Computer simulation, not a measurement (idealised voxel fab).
This section sets out a process module, namely voxel ribs on slabs.
The figure presents cross-section cut, which has a width of 165 nm and is divided into square cells with an edge length of 5 nm.
Bands, listed from the top down, are how a cross-section gets written in this document; the cross-section itself is a grid of square cells, and a band is one or more rows of them. Per band: top height and bottom height in nm, followed by the left-to-right materials and their widths in nm; "throughout" marks a single material spanning edge to edge, "empty" marks empty space. Convention: height 0 is the level below which the wafer, as received, is all one material. The lowest band does not terminate at the bottom but continues downward, represented as "from 0 down". When a width is written as two numbers, as in "30..40", the first number is the width in the top row of cells of the band and the second is the width in its bottom row, and the width changes by the same amount from each row to the next. A step reported as "nothing changed" is a step in which no cell of the cross-section changed. "Entrapped voids" means: voids of 8 cells or more that are shut off from the top with no open way through. Written width x height at distance, distance from the left edge, in nm. Whatever follows a step's settings on its line is a remark the simulator itself makes about that step. When a step includes a mask, the "overlay nm" setting on its line states how far to the right of its planned place that mask lay, and negative values state how far to the left.

So here's the lineup of process steps we planned
| 1 | RECEIVE [material Si] |
| 2 | DIRECTIONAL_DEP [material SiO2] [thk nm 20] |
| 3 | DIRECTIONAL_DEP [material SiN] [thk nm 20] |
| 4 | PATTERN [tone cover] [mask id RIB] [material resist] [width nm 30] [thk nm 15] [overlay nm 0] |
| 5 | DIRECTIONAL_ETCH [etch materials SiN] [depth nm 5] |
| 6 | STRIP [etch materials resist] |
| 7 | PATTERN [tone cover] [mask id SLAB] [material resist] [width nm 70] [thk nm 20] [overlay nm 0] |
| 8 | DIRECTIONAL_ETCH [etch materials SiN] [depth nm 15] |
| 9 | STRIP [etch materials resist] |
| 10 | FILL_DEP [material SiO2] [thk nm 25] |
| 11 | CMP [height nm 60] |
| 12 | DIRECTIONAL_DEP [material W] [thk nm 5] |
| 13 | PATTERN [tone cover] [mask id HEATER] [material resist] [width nm 30] [thk nm 15] [overlay nm 0] |
| 14 | DIRECTIONAL_ETCH [etch materials W] [depth nm 5] |
| 15 | STRIP [etch materials resist] |
| 16 | CONFORMAL_DEP [material SiN] [thk nm 5] |
Wafer-to-wafer difference: width nm, step 13. Common start. Plan = first wafer's value.

The first of several wafers as received, shown in cross-section; this is its state after step 1
from 0 down | Si throughout
Entrapped voids: none

First of several wafers: cross-section at the end of the module, after step 16, its last step
from 70 to 65 | 60 nm empty, 40 nm SiN, 65 nm empty
from 65 to 60 | 65 nm SiN, 30 nm W, 70 nm SiN
from 60 to 40 | SiO2 throughout
from 40 to 35 | 65 nm SiO2, 30 nm SiN, 70 nm SiO2
from 35 to 20 | 45 nm SiO2, 70 nm SiN, 50 nm SiO2
from 20 to 0 | SiO2 throughout
from 0 down | Si throughout
Entrapped voids: none

Last wafer of the set, cross-sectioned at end of module
from 70 to 65 | 50 nm empty, 65 nm SiN, 50 nm empty
from 65 to 60 | 55 nm SiN, 55 nm W, 55 nm SiN
from 60 to 40 | SiO2 throughout
from 40 to 35 | 65 nm SiO2, 30 nm SiN, 70 nm SiO2
from 35 to 20 | 45 nm SiO2, 70 nm SiN, 50 nm SiO2
from 20 to 0 | SiO2 throughout
from 0 down | Si throughout
Entrapped voids: none

Heads up, this table goes wafer by wafer. A row tells you, at the end of the module, how many cells of each material that wafer has put on (+) or dropped (-) since it was received, and then its closed voids
width nm 30, +83 SiN, +348 SiO2, +6 W, Entrapped voids: none
width nm 35, +83 SiN, +348 SiO2, +7 W, Entrapped voids: none
width nm 40, +83 SiN, +348 SiO2, +8 W, Entrapped voids: none
width nm 45, +83 SiN, +348 SiO2, +9 W, Entrapped voids: none
width nm 50, +83 SiN, +348 SiO2, +10 W, Entrapped voids: none
width nm 55, +83 SiN, +348 SiO2, +11 W, Entrapped voids: none
